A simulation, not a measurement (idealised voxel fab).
Title: Process Module voxel self aligned vias
The width of the displayed cross-section, cut, is 225 nm; its cells are square, with a size of 5 nm.
Throughout this document, each cross-section is represented as a grid of square cells and is presented as a sequence of bands enumerated from the top downward, where a band comprises one or more rows of cells.
Per band: top height and bottom height in nm, followed by the left-to-right materials and their widths in nm; "all across" marks a single material spanning edge to edge, "empty" marks empty space.
Ref level 0: as-received wafer is one material below here. Bottom band extends down with no lower bound ("0 and below").
So if you see something like "30..40" for the width, read it as the top row of the band sitting at the first number and the bottom row at the second, with every row in between moving by the same amount as the last.
Step marked "no alterations made"? Then no cell in the cross-section changed in it.
Closed empty spaces (no open way to the top) of 8 cells or more are what "Sealed void inventory" lists, each as width x height at distance from the left edge, nm for all three.
Note: text after step settings on the step line = simulator remark on that step.
Regarding "overlay nm": on a step with a mask, it is the distance the mask lay to the right of its planned place; a negative value places it to the left.

**So here's the lineup of process steps we planned**
1,RECEIVE, material Si
2,CONFORMAL_DEP, material SiO2, thk nm 15
3,CONFORMAL_DEP, material SiCN, thk nm 5
4,DIRECTIONAL_DEP, material SiO2, thk nm 20
5,MASKED_ETCH, tone open, mask id LINES, width nm 25, pitch nm 75, etch materials SiO2, depth nm 20, overlay nm 0
6,CONFORMAL_DEP, material TiN, thk nm 5
7,FILL_DEP, material W, thk nm 10
8,CMP, height nm 40
9,SELECTIVE_ETCH, etch materials W Ru TiN, depth nm 5
10,FILL_DEP, material SiN, thk nm 10
11,CMP, height nm 40
12,DIRECTIONAL_DEP, material SiO2, thk nm 15
13,DIRECTIONAL_DEP, material aC, thk nm 10
14,PATTERN, tone open, mask id VIAS, material resist, width nm 45, pitch nm 75, thk nm 30, overlay nm 0
15,DIRECTIONAL_ETCH, etch materials aC, depth nm 10
16,STRIP, etch materials resist
17,DIRECTIONAL_ETCH, etch materials SiO2, depth nm 15
18,DIRECTIONAL_ETCH, etch materials SiN, depth nm 5
19,STRIP, etch materials aC
20,CONFORMAL_DEP, material TiN, thk nm 5
21,FILL_DEP, material Cu, thk nm 10
22,CMP, height nm 55
23,CONFORMAL_DEP, material SiN, thk nm 5

**First of two wafers: run as planned**

**Cross-section of the wafer at receipt, which is the condition after step 1**
0 and below | Si all across
Sealed void inventory: none

**Take a look at the wafer's cross-section after step 2**
15 down to 0 | SiO2 all across
Below 0, no change.

**Take a look at the wafer's cross-section after step 3**
20 down to 15 | SiCN all across
Below 15, no change.

**Take a look at the wafer's cross-section after step 4**
40 down to 20 | SiO2 all across
Below 20, no change.

**Take a look at the wafer's cross-section after step 5**
40 down to 20 | SiO2 60 | empty 25 | SiO2 50 | empty 25 | SiO2 65
Below 20, no change.

**Take a look at the wafer's cross-section after step 6**
45 down to 40 | TiN 65 | empty 15 | TiN 60 | empty 15 | TiN 70
40 down to 25 | SiO2 60 | TiN 5 | empty 15 | TiN 5 | SiO2 50 | TiN 5 | empty 15 | TiN 5 | SiO2 65
25 down to 20 | SiO2 60 | TiN 25 | SiO2 50 | TiN 25 | SiO2 65
Below 20, no change.

**Take a look at the wafer's cross-section after step 7**
55 down to 45 | W all across
45 down to 40 | TiN 65 | W 15 | TiN 60 | W 15 | TiN 70
40 down to 25 | SiO2 60 | TiN 5 | W 15 | TiN 5 | SiO2 50 | TiN 5 | W 15 | TiN 5 | SiO2 65
Below 25, no change.

**Take a look at the wafer's cross-section after step 8**
40 down to 25 | SiO2 60 | TiN 5 | W 15 | TiN 5 | SiO2 50 | TiN 5 | W 15 | TiN 5 | SiO2 65
Below 25, no change.

**Take a look at the wafer's cross-section after step 9**
40 down to 35 | SiO2 60 | empty 25 | SiO2 50 | empty 25 | SiO2 65
Below 35, no change.

**Take a look at the wafer's cross-section after step 10**
50 down to 40 | SiN all across
40 down to 35 | SiO2 60 | SiN 25 | SiO2 50 | SiN 25 | SiO2 65
Below 35, no change.

**Take a look at the wafer's cross-section after step 11**
40 down to 35 | SiO2 60 | SiN 25 | SiO2 50 | SiN 25 | SiO2 65
Below 35, no change.

**Take a look at the wafer's cross-section after step 12**
55 down to 40 | SiO2 all across
Below 40, no change.

**Take a look at the wafer's cross-section after step 13**
65 down to 55 | aC all across
Below 55, no change.

**Take a look at the wafer's cross-section after step 14**
95 down to 65 | resist 50 | empty 45 | resist 30 | empty 45 | resist 55
Below 65, no change.

**Take a look at the wafer's cross-section after step 15**
85 down to 65 | resist 50 | empty 45 | resist 30 | empty 45 | resist 55
65 down to 55 | aC 50 | empty 45 | aC 30 | empty 45 | aC 55
Below 55, no change.

**Take a look at the wafer's cross-section after step 16**
65 down to 55 | aC 50 | empty 45 | aC 30 | empty 45 | aC 55
Below 55, no change.

**Take a look at the wafer's cross-section after step 17**
65 down to 55 | aC 50 | empty 45 | aC 30 | empty 45 | aC 55
55 down to 40 | SiO2 50 | empty 45 | SiO2 30 | empty 45 | SiO2 55
Below 40, no change.

**Take a look at the wafer's cross-section after step 18**
65 down to 55 | aC 50 | empty 45 | aC 30 | empty 45 | aC 55
55 down to 40 | SiO2 50 | empty 45 | SiO2 30 | empty 45 | SiO2 55
40 down to 35 | SiO2 60 | empty 25 | SiO2 50 | empty 25 | SiO2 65
Below 35, no change.

**Take a look at the wafer's cross-section after step 19**
55 down to 40 | SiO2 50 | empty 45 | SiO2 30 | empty 45 | SiO2 55
Below 40, no change.

**Take a look at the wafer's cross-section after step 20**
60 down to 55 | TiN 55 | empty 35 | TiN 40 | empty 35 | TiN 60
55 down to 45 | SiO2 50 | TiN 5 | empty 35 | TiN 5 | SiO2 30 | TiN 5 | empty 35 | TiN 5 | SiO2 55
45 down to 40 | SiO2 50 | TiN 15 | empty 15 | TiN 15 | SiO2 30 | TiN 15 | empty 15 | TiN 15 | SiO2 55
40 down to 35 | SiO2 60 | TiN 25 | SiO2 50 | TiN 25 | SiO2 65
Below 35, no change.

**Take a look at the wafer's cross-section after step 21**
70 down to 60 | Cu all across
60 down to 55 | TiN 55 | Cu 35 | TiN 40 | Cu 35 | TiN 60
55 down to 45 | SiO2 50 | TiN 5 | Cu 35 | TiN 5 | SiO2 30 | TiN 5 | Cu 35 | TiN 5 | SiO2 55
45 down to 40 | SiO2 50 | TiN 15 | Cu 15 | TiN 15 | SiO2 30 | TiN 15 | Cu 15 | TiN 15 | SiO2 55
Below 40, no change.

**Take a look at the wafer's cross-section after step 22**
55 down to 45 | SiO2 50 | TiN 5 | Cu 35 | TiN 5 | SiO2 30 | TiN 5 | Cu 35 | TiN 5 | SiO2 55
Below 45, no change.

**Take a look at the wafer's cross-section after step 23**
60 down to 55 | SiN all across
Below 55, no change.

**For the second wafer, take the first wafer's start and plan, then add one mistake made in running it; everything through step 19, that step included, is shared with the first**

**The second wafer in cross-section, at the planned close of step 20**
60 down to 55 | W 55 | empty 35 | W 40 | empty 35 | W 60
55 down to 45 | SiO2 50 | W 5 | empty 35 | W 5 | SiO2 30 | W 5 | empty 35 | W 5 | SiO2 55
45 down to 40 | SiO2 50 | W 15 | empty 15 | W 15 | SiO2 30 | W 15 | empty 15 | W 15 | SiO2 55
40 down to 35 | SiO2 60 | W 25 | SiO2 50 | W 25 | SiO2 65
Below 35, no change.

**The second wafer in cross-section, at the planned close of step 21**
70 down to 60 | Cu all across
60 down to 55 | W 55 | Cu 35 | W 40 | Cu 35 | W 60
55 down to 45 | SiO2 50 | W 5 | Cu 35 | W 5 | SiO2 30 | W 5 | Cu 35 | W 5 | SiO2 55
45 down to 40 | SiO2 50 | W 15 | Cu 15 | W 15 | SiO2 30 | W 15 | Cu 15 | W 15 | SiO2 55
Below 40, no change.

**The second wafer in cross-section, at the planned close of step 22**
55 down to 45 | SiO2 50 | W 5 | Cu 35 | W 5 | SiO2 30 | W 5 | Cu 35 | W 5 | SiO2 55
Below 45, no change.

**The second wafer in cross-section, at the planned close of step 23**
60 down to 55 | SiN all across
Below 55, no change.
Where did the run depart from the plan? step 20 ran with different settings than intended, the actual operation and settings being CONFORMAL_DEP, material W, thk nm 5
Count the cells at the end and the second wafer has more or fewer of some materials than the first: -30 TiN, +30 W
